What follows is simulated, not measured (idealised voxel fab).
Module name: voxel gate over fins (process module)
Section cut is 280 nm wide and gridded with 5 nm square cells.
Notation: cross-section as square-cell grid; stated in bands, top first, going down; one or more cell rows per band. The band entry comprises the height of the band's top followed by the height of its bottom, expressed in nm, and subsequently the band's materials from left to right, each stated together with its width in nm. Where a single material is marked with the word "throughout", that material fills the band from edge to edge. The word "blank" represents empty space. The level at which height equals 0 is the one under which the wafer, as it arrives, is entirely one material. No lower edge exists for the bottom band, which continues downward and is notated as in "0..down". Per-row width for "30->40": begins at first number (top row of band), ends at second number (bottom row), increment between rows held constant. "no change" after a step means that no cell of the cross-section changed. "Sealed-off cavities" contains a list of empty spaces, each no smaller than 8 cells and without an open way to the top, written in the form width x height at distance with the distance from the left edge and all three in nm. Read whatever lies past the settings on a step's line as the simulator's own remark about the step. "overlay nm" on a masked step: distance the mask lay right of its planned place, negative for left.
So here's the lineup of process steps we planned
1,RECEIVE: material Si
2,CONFORMAL_DEP: material SiN, thk nm 10
3,MASKED_ETCH: tone cover, mask id FINS, width nm 15, pitch nm 55, etch materials SiN, depth nm 10, overlay nm 0
4,MASKED_ETCH: tone cover, mask id FINS, width nm 15, pitch nm 55, etch materials Si, depth nm 40, overlay nm 0
5,FILL_DEP: material SiO2, thk nm 15
6,CMP: height nm 10
7,DIRECTIONAL_DEP: material aC, thk nm 10
8,PATTERN: tone open, mask id RAIL, material resist, width nm 15, thk nm 25, overlay nm 0
9,DIRECTIONAL_ETCH: etch materials aC, depth nm 10
10,STRIP: etch materials resist
11,DIRECTIONAL_ETCH: etch materials SiO2, depth nm 45
12,STRIP: etch materials aC
13,CONFORMAL_DEP: material TiN, thk nm 5
14,FILL_DEP: material Ru, thk nm 5
15,CMP: height nm 10
16,SELECTIVE_ETCH: etch materials W Ru TiN, depth nm 30
17,FILL_DEP: material SiO2, thk nm 5
18,CMP: height nm 10
19,SELECTIVE_ETCH: etch materials SiO2, depth nm 25
20,STRIP: etch materials SiN
21,CONFORMAL_DEP: material HfO2, thk nm 5
22,CONFORMAL_DEP: material TiN, thk nm 5
23,CONFORMAL_DEP: material TiAl, thk nm 5
24,CONFORMAL_DEP: material TiN, thk nm 5
25,FILL_DEP: material W, thk nm 15
26,CMP: height nm 30
27,CONFORMAL_DEP: material SiN, thk nm 10
The first of a set of two wafers, run to plan
Cross-sectional view of the wafer in its as-received condition, corresponding to the state after step 1
0..down | Si throughout
Sealed-off cavities: none
Sectional view: wafer, after step 2
10..0 | SiN throughout
Heights below 0 show no change.
Sectional view: wafer, after step 3
10..0 | blank (50), then SiN (15), then blank (40), then SiN (15), then blank (40), then SiN (15), then blank (40), then SiN (15), then blank (50)
Heights below 0 show no change.
Sectional view: wafer, after step 4
10..0 | blank (50), then SiN (15), then blank (40), then SiN (15), then blank (40), then SiN (15), then blank (40), then SiN (15), then blank (50)
0..-40 | blank (50), then Si (15), then blank (40), then Si (15), then blank (40), then Si (15), then blank (40), then Si (15), then blank (50)
Heights below -40 show no change.
Sectional view: wafer, after step 5
25..10 | SiO2 throughout
10..0 | SiO2 (50), then SiN (15), then SiO2 (40), then SiN (15), then SiO2 (40), then SiN (15), then SiO2 (40), then SiN (15), then SiO2 (50)
0..-40 | SiO2 (50), then Si (15), then SiO2 (40), then Si (15), then SiO2 (40), then Si (15), then SiO2 (40), then Si (15), then SiO2 (50)
Heights below -40 show no change.
Sectional view: wafer, after step 6
10..0 | SiO2 (50), then SiN (15), then SiO2 (40), then SiN (15), then SiO2 (40), then SiN (15), then SiO2 (40), then SiN (15), then SiO2 (50)
Heights below 0 show no change.
Sectional view: wafer, after step 7
20..10 | aC throughout
Heights below 10 show no change.
Sectional view: wafer, after step 8
45..20 | resist (75), then blank (15), then resist (190)
Heights below 20 show no change.
Sectional view: wafer, after step 9
35..20 | resist (75), then blank (15), then resist (190)
20..10 | aC (75), then blank (15), then aC (190)
Heights below 10 show no change.
Sectional view: wafer, after step 10
20..10 | aC (75), then blank (15), then aC (190)
Heights below 10 show no change.
Sectional view: wafer, after step 11
20..10 | aC (75), then blank (15), then aC (190)
10..0 | SiO2 (50), then SiN (15), then SiO2 (10), then blank (15), then SiO2 (15), then SiN (15), then SiO2 (40), then SiN (15), then SiO2 (40), then SiN (15), then SiO2 (50)
0..-35 | SiO2 (50), then Si (15), then SiO2 (10), then blank (15), then SiO2 (15), then Si (15), then SiO2 (40), then Si (15), then SiO2 (40), then Si (15), then SiO2 (50)
Heights below -35 show no change.
Sectional view: wafer, after step 12
10..0 | SiO2 (50), then SiN (15), then SiO2 (10), then blank (15), then SiO2 (15), then SiN (15), then SiO2 (40), then SiN (15), then SiO2 (40), then SiN (15), then SiO2 (50)
Heights below 0 show no change.
Sectional view: wafer, after step 13
15..10 | TiN (80), then blank (5), then TiN (195)
10..0 | SiO2 (50), then SiN (15), then SiO2 (10), then TiN (5), then blank (5), then TiN (5), then SiO2 (15), then SiN (15), then SiO2 (40), then SiN (15), then SiO2 (40), then SiN (15), then SiO2 (50)
0..-30 | SiO2 (50), then Si (15), then SiO2 (10), then TiN (5), then blank (5), then TiN (5), then SiO2 (15), then Si (15), then SiO2 (40), then Si (15), then SiO2 (40), then Si (15), then SiO2 (50)
-30..-35 | SiO2 (50), then Si (15), then SiO2 (10), then TiN (15), then SiO2 (15), then Si (15), then SiO2 (40), then Si (15), then SiO2 (40), then Si (15), then SiO2 (50)
Heights below -35 show no change.
Sectional view: wafer, after step 14
20..15 | Ru throughout
15..10 | TiN (80), then Ru (5), then TiN (195)
10..0 | SiO2 (50), then SiN (15), then SiO2 (10), then TiN (5), then Ru (5), then TiN (5), then SiO2 (15), then SiN (15), then SiO2 (40), then SiN (15), then SiO2 (40), then SiN (15), then SiO2 (50)
0..-30 | SiO2 (50), then Si (15), then SiO2 (10), then TiN (5), then Ru (5), then TiN (5), then SiO2 (15), then Si (15), then SiO2 (40), then Si (15), then SiO2 (40), then Si (15), then SiO2 (50)
Heights below -30 show no change.
Sectional view: wafer, after step 15
10..0 | SiO2 (50), then SiN (15), then SiO2 (10), then TiN (5), then Ru (5), then TiN (5), then SiO2 (15), then SiN (15), then SiO2 (40), then SiN (15), then SiO2 (40), then SiN (15), then SiO2 (50)
Heights below 0 show no change.
Sectional view: wafer, after step 16
10..0 | SiO2 (50), then SiN (15), then SiO2 (10), then blank (15), then SiO2 (15), then SiN (15), then SiO2 (40), then SiN (15), then SiO2 (40), then SiN (15), then SiO2 (50)
0..-20 | SiO2 (50), then Si (15), then SiO2 (10), then blank (15), then SiO2 (15), then Si (15), then SiO2 (40), then Si (15), then SiO2 (40), then Si (15), then SiO2 (50)
Heights below -20 show no change.
Sectional view: wafer, after step 17
15..10 | SiO2 throughout
10..0 | SiO2 (50), then SiN (15), then SiO2 (40), then SiN (15), then SiO2 (40), then SiN (15), then SiO2 (40), then SiN (15), then SiO2 (50)
0..-20 | SiO2 (50), then Si (15), then SiO2 (40), then Si (15), then SiO2 (40), then Si (15), then SiO2 (40), then Si (15), then SiO2 (50)
Heights below -20 show no change.
Sectional view: wafer, after step 18
10..0 | SiO2 (50), then SiN (15), then SiO2 (40), then SiN (15), then SiO2 (40), then SiN (15), then SiO2 (40), then SiN (15), then SiO2 (50)
Heights below 0 show no change.
Sectional view: wafer, after step 19
10..0 | blank (50), then SiN (15), then blank (40), then SiN (15), then blank (40), then SiN (15), then blank (40), then SiN (15), then blank (50)
0..-15 | blank (50), then Si (15), then blank (40), then Si (15), then blank (40), then Si (15), then blank (40), then Si (15), then blank (50)
Heights below -15 show no change.
Sectional view: wafer, after step 20
0..-15 | blank (50), then Si (15), then blank (40), then Si (15), then blank (40), then Si (15), then blank (40), then Si (15), then blank (50)
Heights below -15 show no change.
Sectional view: wafer, after step 21
5..0 | blank (45), then HfO2 (25), then blank (30), then HfO2 (25), then blank (30), then HfO2 (25), then blank (30), then HfO2 (25), then blank (45)
0..-10 | blank (45), then HfO2 (5), then Si (15), then HfO2 (5), then blank (30), then HfO2 (5), then Si (15), then HfO2 (5), then blank (30), then HfO2 (5), then Si (15), then HfO2 (5), then blank (30), then HfO2 (5), then Si (15), then HfO2 (5), then blank (45)
-10..-15 | HfO2 (50), then Si (15), then HfO2 (40), then Si (15), then HfO2 (40), then Si (15), then HfO2 (40), then Si (15), then HfO2 (50)
Heights below -15 show no change.
Sectional view: wafer, after step 22
10..5 | blank (40), then TiN (35), then blank (20), then TiN (35), then blank (20), then TiN (35), then blank (20), then TiN (35), then blank (40)
5..0 | blank (40), then TiN (5), then HfO2 (25), then TiN (5), then blank (20), then TiN (5), then HfO2 (25), then TiN (5), then blank (20), then TiN (5), then HfO2 (25), then TiN (5), then blank (20), then TiN (5), then HfO2 (25), then TiN (5), then blank (40)
0..-5 | blank (40), then TiN (5), then HfO2 (5), then Si (15), then HfO2 (5), then TiN (5), then blank (20), then TiN (5), then HfO2 (5), then Si (15), then HfO2 (5), then TiN (5), then blank (20), then TiN (5), then HfO2 (5), then Si (15), then HfO2 (5), then TiN (5), then blank (20), then TiN (5), then HfO2 (5), then Si (15), then HfO2 (5), then TiN (5), then blank (40)
-5..-10 | TiN (45), then HfO2 (5), then Si (15), then HfO2 (5), then TiN (30), then HfO2 (5), then Si (15), then HfO2 (5), then TiN (30), then HfO2 (5), then Si (15), then HfO2 (5), then TiN (30), then HfO2 (5), then Si (15), then HfO2 (5), then TiN (45)
Heights below -10 show no change.
Sectional view: wafer, after step 23
15..10 | blank (35), then TiAl (45), then blank (10), then TiAl (45), then blank (10), then TiAl (45), then blank (10), then TiAl (45), then blank (35)
10..5 | blank (35), then TiAl (5), then TiN (35), then TiAl (5), then blank (10), then TiAl (5), then TiN (35), then TiAl (5), then blank (10), then TiAl (5), then TiN (35), then TiAl (5), then blank (10), then TiAl (5), then TiN (35), then TiAl (5), then blank (35)
5..0 | blank (35), then TiAl (5), then TiN (5), then HfO2 (25), then TiN (5), then TiAl (5), then blank (10), then TiAl (5), then TiN (5), then HfO2 (25), then TiN (5), then TiAl (5), then blank (10), then TiAl (5), then TiN (5), then HfO2 (25), then TiN (5), then TiAl (5), then blank (10), then TiAl (5), then TiN (5), then HfO2 (25), then TiN (5), then TiAl (5), then blank (35)
0..-5 | TiAl (40), then TiN (5), then HfO2 (5), then Si (15), then HfO2 (5), then TiN (5), then TiAl (20), then TiN (5), then HfO2 (5), then Si (15), then HfO2 (5), then TiN (5), then TiAl (20), then TiN (5), then HfO2 (5), then Si (15), then HfO2 (5), then TiN (5), then TiAl (20), then TiN (5), then HfO2 (5), then Si (15), then HfO2 (5), then TiN (5), then TiAl (40)
Heights below -5 show no change.
Sectional view: wafer, after step 24
20..15 | blank (30), then TiN (220), then blank (30)
15..10 | blank (30), then TiN (5), then TiAl (45), then TiN (10), then TiAl (45), then TiN (10), then TiAl (45), then TiN (10), then TiAl (45), then TiN (5), then blank (30)
10..5 | blank (30), then TiN (5), then TiAl (5), then TiN (35), then TiAl (5), then TiN (10), then TiAl (5), then TiN (35), then TiAl (5), then TiN (10), then TiAl (5), then TiN (35), then TiAl (5), then TiN (10), then TiAl (5), then TiN (35), then TiAl (5), then TiN (5), then blank (30)
5..0 | TiN (35), then TiAl (5), then TiN (5), then HfO2 (25), then TiN (5), then TiAl (5), then TiN (10), then TiAl (5), then TiN (5), then HfO2 (25), then TiN (5), then TiAl (5), then TiN (10), then TiAl (5), then TiN (5), then HfO2 (25), then TiN (5), then TiAl (5), then TiN (10), then TiAl (5), then TiN (5), then HfO2 (25), then TiN (5), then TiAl (5), then TiN (35)
Heights below 0 show no change.
Sectional view: wafer, after step 25
35..20 | W throughout
20..15 | W (30), then TiN (220), then W (30)
15..10 | W (30), then TiN (5), then TiAl (45), then TiN (10), then TiAl (45), then TiN (10), then TiAl (45), then TiN (10), then TiAl (45), then TiN (5), then W (30)
10..5 | W (30), then TiN (5), then TiAl (5), then TiN (35), then TiAl (5), then TiN (10), then TiAl (5), then TiN (35), then TiAl (5), then TiN (10), then TiAl (5), then TiN (35), then TiAl (5), then TiN (10), then TiAl (5), then TiN (35), then TiAl (5), then TiN (5), then W (30)
Heights below 5 show no change.
Sectional view: wafer, after step 26
30..20 | W throughout
Heights below 20 show no change.
Sectional view: wafer, after step 27
40..30 | SiN throughout
Heights below 30 show no change.
Notes, second wafer: start = first wafer's, plan = first wafer's, execution had one mistake; history identical to first through step 7
Second wafer, section view, time point: scheduled end of step 8
45..20 | resist (75), then blank (20), then resist (185)
Heights below 20 show no change.
Second wafer, section view, time point: scheduled end of step 9
35..20 | resist (75), then blank (20), then resist (185)
20..10 | aC (75), then blank (20), then aC (185)
Heights below 10 show no change.
Second wafer, section view, time point: scheduled end of step 10
20..10 | aC (75), then blank (20), then aC (185)
Heights below 10 show no change.
Second wafer, section view, time point: scheduled end of step 11
20..10 | aC (75), then blank (20), then aC (185)
10..0 | SiO2 (50), then SiN (15), then SiO2 (10), then blank (20), then SiO2 (10), then SiN (15), then SiO2 (40), then SiN (15), then SiO2 (40), then SiN (15), then SiO2 (50)
0..-35 | SiO2 (50), then Si (15), then SiO2 (10), then blank (20), then SiO2 (10), then Si (15), then SiO2 (40), then Si (15), then SiO2 (40), then Si (15), then SiO2 (50)
Heights below -35 show no change.
Second wafer, section view, time point: scheduled end of step 12
10..0 | SiO2 (50), then SiN (15), then SiO2 (10), then blank (20), then SiO2 (10), then SiN (15), then SiO2 (40), then SiN (15), then SiO2 (40), then SiN (15), then SiO2 (50)
Heights below 0 show no change.
Second wafer, section view, time point: scheduled end of step 13
15..10 | TiN (80), then blank (10), then TiN (190)
10..0 | SiO2 (50), then SiN (15), then SiO2 (10), then TiN (5), then blank (10), then TiN (5), then SiO2 (10), then SiN (15), then SiO2 (40), then SiN (15), then SiO2 (40), then SiN (15), then SiO2 (50)
0..-30 | SiO2 (50), then Si (15), then SiO2 (10), then TiN (5), then blank (10), then TiN (5), then SiO2 (10), then Si (15), then SiO2 (40), then Si (15), then SiO2 (40), then Si (15), then SiO2 (50)
-30..-35 | SiO2 (50), then Si (15), then SiO2 (10), then TiN (20), then SiO2 (10), then Si (15), then SiO2 (40), then Si (15), then SiO2 (40), then Si (15), then SiO2 (50)
Heights below -35 show no change.
Second wafer, section view, time point: scheduled end of step 14
20..15 | Ru throughout
15..10 | TiN (80), then Ru (10), then TiN (190)
10..0 | SiO2 (50), then SiN (15), then SiO2 (10), then TiN (5), then Ru (10), then TiN (5), then SiO2 (10), then SiN (15), then SiO2 (40), then SiN (15), then SiO2 (40), then SiN (15), then SiO2 (50)
0..-30 | SiO2 (50), then Si (15), then SiO2 (10), then TiN (5), then Ru (10), then TiN (5), then SiO2 (10), then Si (15), then SiO2 (40), then Si (15), then SiO2 (40), then Si (15), then SiO2 (50)
Heights below -30 show no change.
Second wafer, section view, time point: scheduled end of step 15
10..0 | SiO2 (50), then SiN (15), then SiO2 (10), then TiN (5), then Ru (10), then TiN (5), then SiO2 (10), then SiN (15), then SiO2 (40), then SiN (15), then SiO2 (40), then SiN (15), then SiO2 (50)
Heights below 0 show no change.
Second wafer, section view, time point: scheduled end of step 16
10..0 | SiO2 (50), then SiN (15), then SiO2 (10), then blank (20), then SiO2 (10), then SiN (15), then SiO2 (40), then SiN (15), then SiO2 (40), then SiN (15), then SiO2 (50)
0..-20 | SiO2 (50), then Si (15), then SiO2 (10), then blank (20), then SiO2 (10), then Si (15), then SiO2 (40), then Si (15), then SiO2 (40), then Si (15), then SiO2 (50)
Heights below -20 show no change.
Second wafer, section view, time point: scheduled end of step 17
15..10 | SiO2 throughout
10..0 | SiO2 (50), then SiN (15), then SiO2 (40), then SiN (15), then SiO2 (40), then SiN (15), then SiO2 (40), then SiN (15), then SiO2 (50)
0..-20 | SiO2 (50), then Si (15), then SiO2 (40), then Si (15), then SiO2 (40), then Si (15), then SiO2 (40), then Si (15), then SiO2 (50)
Heights below -20 show no change.
Second wafer, section view, time point: scheduled end of step 18
10..0 | SiO2 (50), then SiN (15), then SiO2 (40), then SiN (15), then SiO2 (40), then SiN (15), then SiO2 (40), then SiN (15), then SiO2 (50)
Heights below 0 show no change.
Second wafer, section view, time point: scheduled end of step 19
10..0 | blank (50), then SiN (15), then blank (40), then SiN (15), then blank (40), then SiN (15), then blank (40), then SiN (15), then blank (50)
0..-15 | blank (50), then Si (15), then blank (40), then Si (15), then blank (40), then Si (15), then blank (40), then Si (15), then blank (50)
Heights below -15 show no change.
Second wafer, section view, time point: scheduled end of step 20
0..-15 | blank (50), then Si (15), then blank (40), then Si (15), then blank (40), then Si (15), then blank (40), then Si (15), then blank (50)
Heights below -15 show no change.
Second wafer, section view, time point: scheduled end of step 21
5..0 | blank (45), then HfO2 (25), then blank (30), then HfO2 (25), then blank (30), then HfO2 (25), then blank (30), then HfO2 (25), then blank (45)
0..-10 | blank (45), then HfO2 (5), then Si (15), then HfO2 (5), then blank (30), then HfO2 (5), then Si (15), then HfO2 (5), then blank (30), then HfO2 (5), then Si (15), then HfO2 (5), then blank (30), then HfO2 (5), then Si (15), then HfO2 (5), then blank (45)
-10..-15 | HfO2 (50), then Si (15), then HfO2 (40), then Si (15), then HfO2 (40), then Si (15), then HfO2 (40), then Si (15), then HfO2 (50)
Heights below -15 show no change.
Second wafer, section view, time point: scheduled end of step 22
10..5 | blank (40), then TiN (35), then blank (20), then TiN (35), then blank (20), then TiN (35), then blank (20), then TiN (35), then blank (40)
5..0 | blank (40), then TiN (5), then HfO2 (25), then TiN (5), then blank (20), then TiN (5), then HfO2 (25), then TiN (5), then blank (20), then TiN (5), then HfO2 (25), then TiN (5), then blank (20), then TiN (5), then HfO2 (25), then TiN (5), then blank (40)
0..-5 | blank (40), then TiN (5), then HfO2 (5), then Si (15), then HfO2 (5), then TiN (5), then blank (20), then TiN (5), then HfO2 (5), then Si (15), then HfO2 (5), then TiN (5), then blank (20), then TiN (5), then HfO2 (5), then Si (15), then HfO2 (5), then TiN (5), then blank (20), then TiN (5), then HfO2 (5), then Si (15), then HfO2 (5), then TiN (5), then blank (40)
-5..-10 | TiN (45), then HfO2 (5), then Si (15), then HfO2 (5), then TiN (30), then HfO2 (5), then Si (15), then HfO2 (5), then TiN (30), then HfO2 (5), then Si (15), then HfO2 (5), then TiN (30), then HfO2 (5), then Si (15), then HfO2 (5), then TiN (45)
Heights below -10 show no change.
Second wafer, section view, time point: scheduled end of step 23
15..10 | blank (35), then TiAl (45), then blank (10), then TiAl (45), then blank (10), then TiAl (45), then blank (10), then TiAl (45), then blank (35)
10..5 | blank (35), then TiAl (5), then TiN (35), then TiAl (5), then blank (10), then TiAl (5), then TiN (35), then TiAl (5), then blank (10), then TiAl (5), then TiN (35), then TiAl (5), then blank (10), then TiAl (5), then TiN (35), then TiAl (5), then blank (35)
5..0 | blank (35), then TiAl (5), then TiN (5), then HfO2 (25), then TiN (5), then TiAl (5), then blank (10), then TiAl (5), then TiN (5), then HfO2 (25), then TiN (5), then TiAl (5), then blank (10), then TiAl (5), then TiN (5), then HfO2 (25), then TiN (5), then TiAl (5), then blank (10), then TiAl (5), then TiN (5), then HfO2 (25), then TiN (5), then TiAl (5), then blank (35)
0..-5 | TiAl (40), then TiN (5), then HfO2 (5), then Si (15), then HfO2 (5), then TiN (5), then TiAl (20), then TiN (5), then HfO2 (5), then Si (15), then HfO2 (5), then TiN (5), then TiAl (20), then TiN (5), then HfO2 (5), then Si (15), then HfO2 (5), then TiN (5), then TiAl (20), then TiN (5), then HfO2 (5), then Si (15), then HfO2 (5), then TiN (5), then TiAl (40)
Heights below -5 show no change.
Second wafer, section view, time point: scheduled end of step 24
20..15 | blank (30), then TiN (220), then blank (30)
15..10 | blank (30), then TiN (5), then TiAl (45), then TiN (10), then TiAl (45), then TiN (10), then TiAl (45), then TiN (10), then TiAl (45), then TiN (5), then blank (30)
10..5 | blank (30), then TiN (5), then TiAl (5), then TiN (35), then TiAl (5), then TiN (10), then TiAl (5), then TiN (35), then TiAl (5), then TiN (10), then TiAl (5), then TiN (35), then TiAl (5), then TiN (10), then TiAl (5), then TiN (35), then TiAl (5), then TiN (5), then blank (30)
5..0 | TiN (35), then TiAl (5), then TiN (5), then HfO2 (25), then TiN (5), then TiAl (5), then TiN (10), then TiAl (5), then TiN (5), then HfO2 (25), then TiN (5), then TiAl (5), then TiN (10), then TiAl (5), then TiN (5), then HfO2 (25), then TiN (5), then TiAl (5), then TiN (10), then TiAl (5), then TiN (5), then HfO2 (25), then TiN (5), then TiAl (5), then TiN (35)
Heights below 0 show no change.
Second wafer, section view, time point: scheduled end of step 25
35..20 | W throughout
20..15 | W (30), then TiN (220), then W (30)
15..10 | W (30), then TiN (5), then TiAl (45), then TiN (10), then TiAl (45), then TiN (10), then TiAl (45), then TiN (10), then TiAl (45), then TiN (5), then W (30)
10..5 | W (30), then TiN (5), then TiAl (5), then TiN (35), then TiAl (5), then TiN (10), then TiAl (5), then TiN (35), then TiAl (5), then TiN (10), then TiAl (5), then TiN (35), then TiAl (5), then TiN (10), then TiAl (5), then TiN (35), then TiAl (5), then TiN (5), then W (30)
Heights below 5 show no change.
Second wafer, section view, time point: scheduled end of step 26
30..20 | W throughout
Heights below 20 show no change.
Second wafer, section view, time point: scheduled end of step 27
40..30 | SiN throughout
Heights below 30 show no change.
Which mistake was made when the wafer was run? not per plan at step 8, really ran PATTERN: tone open, mask id RAIL, material resist, width nm 20, thk nm 25, overlay nm 0
Once processing is complete, comparing cell counts shows that the second wafer has more or fewer of certain materials than the first: Ru +2; SiO2 -3; TiN +1
